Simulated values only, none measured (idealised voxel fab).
Module name: voxel local oxidation (process module)
Each square cell in cross-section cut measures 5 nm, and the section as a whole is 215 nm wide.
A cross-section is a grid of square cells, given in bands from the top down. A band is one or more rows of cells. Band: top and bottom heights (nm) first, top before bottom; then materials from left to right, widths in nm. "all across" marks a sole material filling the band edge to edge. "blank" denotes empty space. Basically, 0 is our baseline, since under it the wafer straight out of the box is all one material. The bottom band has no lower end and keeps on going down, so it looks like "0 down". Think of "30..40" as a width that walks from the first number to the second as you go down the band, top row to bottom row, taking equal-sized steps from row to row. "stayed the same" for a step: no cell of the cross-section changed in that step. In "Closed void roster" the enclosed voids are listed, meaning empty spaces of 8 cells or larger without any opening to the top. The form is width x height at distance, distance from the left edge, units nm. What comes after the settings on a step's line is commentary from the simulator itself on that step. For masked steps, "overlay nm" on the step line gives how far right of plan the mask actually lay; a minus sign means it lay to the left.

List of planned process steps
- 1: RECEIVE,material Si
- 2: CONFORMAL_DEP,material SiO2,thk nm 5
- 3: CONFORMAL_DEP,material SiN,thk nm 10
- 4: MASKED_ETCH,tone cover,mask id ACTIVE,width nm 90,etch materials SiN,depth nm 10,overlay nm 0
- 5: SELECTIVE_ETCH,etch materials SiO2,depth nm 5
- 6: OXIDIZE,depth nm 10
- 7: STRIP,etch materials SiN

Step 1 complete: cross-section of the wafer as received
- 0 down = Si all across
- Closed void roster: none

Wafer cross-section at module end: first of two, run to plan
- 5 to 0 = blank (65) | SiO2 (80) | blank (70)
- 0 to -10 = SiO2 (75) | Si (60) | SiO2 (80)
- -10 down = Si all across
- Closed void roster: none

End of module, second wafer, cross-section. Started like the first, planned like the first, run with one mistake
- 5 to 0 = SiO2 (55) | blank (100) | SiO2 (60)
- 0 to -10 = Si (45) | SiO2 (120) | Si (50)
- -10 down = Si all across
- Closed void roster: none
Heads up, the wafer didn't run the way we planned it: step 4 did not happen as planned, as run it was MASKED_ETCH,tone open,mask id ACTIVE,width nm 90,etch materials SiN,depth nm 10,overlay nm 0
Cell-count delta at end, second wafer over first, by material: Si +14 | SiO2 -7
